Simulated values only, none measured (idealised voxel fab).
process module | voxel capacitor over wiring
cross-section cut | 155 nm wide | cells 5 nm
A cross-section is a grid of square cells, given in bands from the top down. A band is one or more rows of cells.
Each band's line starts with the height of the band's top and of its bottom, in nm. Then come its materials from left to right, each with its width in nm. One material with "throughout" fills the band from edge to edge. "air" is empty space.
Height 0 is the level under which the wafer as received is all one material. The lowest band goes on downwards, as in "0 down".
A width such as "30 to 40" changes by the same amount from each row of cells to the next, from the band's top row to its bottom row.
"no change" after a step means that no cell of the cross-section changed.
closed voids: empty space of 8 cells or more with no open way to the top, each as width x height at its distance from the left edge, in nm
after a step's settings: what the simulator itself notes on the step
overlay nm, on a step with a mask: how far to the right of its planned place the mask lay; to the left if negative
plan
1 op RECEIVE | material Si
2 op CONFORMAL_DEP | material SiO2 | thk nm 15
3 op DIRECTIONAL_DEP | material TiN | thk nm 5
4 op DIRECTIONAL_DEP | material Ru | thk nm 15
5 op MASKED_ETCH | tone cover | mask id METAL_1 | width nm 25 | pitch nm 85 | etch materials Ru | depth nm 15 | overlay nm 0
6 op MASKED_ETCH | tone cover | mask id METAL_1 | width nm 25 | pitch nm 85 | etch materials TiN | depth nm 5 | overlay nm 0
7 op CONFORMAL_DEP | material SiN | thk nm 5
8 op FILL_DEP | material SiO2 | thk nm 5
9 op CMP | height nm 35
10 op CONFORMAL_DEP | material SiCN | thk nm 5
11 op DIRECTIONAL_DEP | material lowk | thk nm 20
12 op MASKED_ETCH | tone open | mask id PLUG_1 | width nm 15 | etch materials lowk | depth nm 20 | overlay nm 0
13 op MASKED_ETCH | tone open | mask id PLUG_1 | width nm 15 | etch materials SiCN | depth nm 5 | overlay nm 0
14 op EPI | material Ru | thk nm 10
15 op EPI | material Ru | thk nm 10
16 op EPI | material Ru | thk nm 5
17 op DIRECTIONAL_DEP | material TiN | thk nm 5
18 op DIRECTIONAL_DEP | material SiN | thk nm 5
19 op DIRECTIONAL_DEP | material TiN | thk nm 5
20 op MASKED_ETCH | tone cover | mask id UPPER_PLATE | width nm 65 | etch materials TiN | depth nm 5 | overlay nm 0
21 op MASKED_ETCH | tone cover | mask id UPPER_PLATE | width nm 65 | etch materials SiN | depth nm 5 | overlay nm 0
22 op PATTERN | tone cover | mask id LOWER_PLATE | material resist | width nm 75 | thk nm 20 | overlay nm 0
23 op DIRECTIONAL_ETCH | etch materials TiN | depth nm 5
24 op STRIP | etch materials resist
25 op FILL_DEP | material SiO2 | thk nm 20
26 op CMP | height nm 90
27 op PATTERN | tone open | mask id PLUG_2 | material resist | width nm 15 | thk nm 20 | overlay nm 0
28 op DIRECTIONAL_ETCH | etch materials SiO2 | depth nm 15
29 op STRIP | etch materials resist
30 op CONFORMAL_DEP | material TiN | thk nm 5
31 op FILL_DEP | material W | thk nm 10
32 op CMP | height nm 90
33 op CONFORMAL_DEP | material SiN | thk nm 5
varied across the wafers: thk nm of step 30. The plan shows the first wafer's value. All wafers start alike
first wafer as received, after step 1
  0 down: Si throughout
  closed voids: none
each wafer at the end: cells of each material gained (+) or lost (-) since it was received, then its closed voids
thk nm 5 | +45 Ru | +28 SiCN | +77 SiN | +280 SiO2 | +45 TiN | +2 W | +112 lowk | closed voids: none
thk nm 10 | +45 Ru | +28 SiCN | +77 SiN | +280 SiO2 | +47 TiN | +112 lowk | closed voids: none
thk nm 15 | +45 Ru | +28 SiCN | +77 SiN | +280 SiO2 | +47 TiN | +112 lowk | closed voids: none
thk nm 20 | +45 Ru | +28 SiCN | +77 SiN | +280 SiO2 | +47 TiN | +112 lowk | closed voids: none
